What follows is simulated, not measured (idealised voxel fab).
process module | voxel gate over fins
cross-section cut | 240 nm wide | cells 5 nm
Cross-sections here: square-cell grids, written as top-down lists of bands, a band being one or more rows of cells.
This entry defines a band. It first specifies the height of the band's top and the height of its bottom in nm, and then specifies the band's materials from left to right, stating each material with its width in nm. The word "edge to edge" identifies a single material that fills the band from edge to edge, while the word "empty" identifies empty space.
Height is counted from the level 0, under which the received wafer is composed throughout of one material. The lowest of the bands is not closed at the bottom but continues downward, in the notation "0 nm and below".
Width "30->40": first value at the band's top row of cells, second value at its bottom row, equal change from row to row.
Where a step carries "all unchanged", the cross-section came out of it unchanged, cell for cell.
"Fully sealed cavities" lists enclosed empty spaces (at least 8 cells, no open path upward to the top), each as width x height at distance from the left edge, in nm.
Where a step's line continues beyond its settings, the continuation is a remark by the simulator itself on that step.
On any step carrying a mask, the "overlay nm" setting, if present on the step's line, tells how far right of its planned place the mask lay; negative values point to the left.
Here's what the planned process steps look like
1 RECEIVE,material Si
2 CONFORMAL_DEP,material SiN,thk nm 5
3 DIRECTIONAL_DEP,material aC,thk nm 10
4 PATTERN,tone cover,mask id FINS,material resist,width nm 15,pitch nm 35,thk nm 30,overlay nm 0
5 DIRECTIONAL_ETCH,etch materials aC,depth nm 10
6 STRIP,etch materials resist
7 DIRECTIONAL_ETCH,etch materials SiN,depth nm 5
8 DIRECTIONAL_ETCH,etch materials Si,depth nm 35
9 STRIP,etch materials aC
10 FILL_DEP,material SiO2,thk nm 10
11 CMP,height nm 5
12 SELECTIVE_ETCH,etch materials SiO2,depth nm 20
13 STRIP,etch materials SiN
14 CONFORMAL_DEP,material HfO2,thk nm 5
15 CONFORMAL_DEP,material TiN,thk nm 5
16 FILL_DEP,material W,thk nm 10
17 CMP,height nm 15
18 CONFORMAL_DEP,material SiCN,thk nm 5
Wafer as received: cross-section following step 1
    0 nm and below | Si edge to edge
    Fully sealed cavities: none
Cross-sectional result after module completion. Note: starting condition and plan are unchanged from above; one processing mistake was made
    20 nm to 15 nm | SiCN edge to edge
    15 nm to 10 nm | W edge to edge
    10 nm to 5 nm | W=50 | TiN=145 | W=45
    5 nm to 0 nm | W=50 | TiN=5 | HfO2=30 | TiN=5 | HfO2=30 | TiN=5 | HfO2=30 | TiN=5 | HfO2=30 | TiN=5 | W=45
    0 nm to -5 nm | W=50 | TiN=5 | HfO2=5 | Si=20 | HfO2=5 | TiN=5 | HfO2=5 | Si=20 | HfO2=5 | TiN=5 | HfO2=5 | Si=20 | HfO2=5 | TiN=5 | HfO2=5 | Si=20 | HfO2=5 | TiN=5 | W=45
    -5 nm to -10 nm | TiN=55 | HfO2=5 | Si=20 | HfO2=5 | TiN=5 | HfO2=5 | Si=20 | HfO2=5 | TiN=5 | HfO2=5 | Si=20 | HfO2=5 | TiN=5 | HfO2=5 | Si=20 | HfO2=5 | TiN=50
    -10 nm to -15 nm | HfO2=60 | Si=20 | HfO2=15 | Si=20 | HfO2=15 | Si=20 | HfO2=15 | Si=20 | HfO2=55
    -15 nm to -35 nm | SiO2=60 | Si=20 | SiO2=15 | Si=20 | SiO2=15 | Si=20 | SiO2=15 | Si=20 | SiO2=55
    -35 nm and below | Si edge to edge
    Fully sealed cavities: none
Diagnosis: in deviation from the planned setting, step 4 was conducted as PATTERN,tone cover,mask id FINS,material resist,width nm 20,pitch nm 35,thk nm 30,overlay nm 0
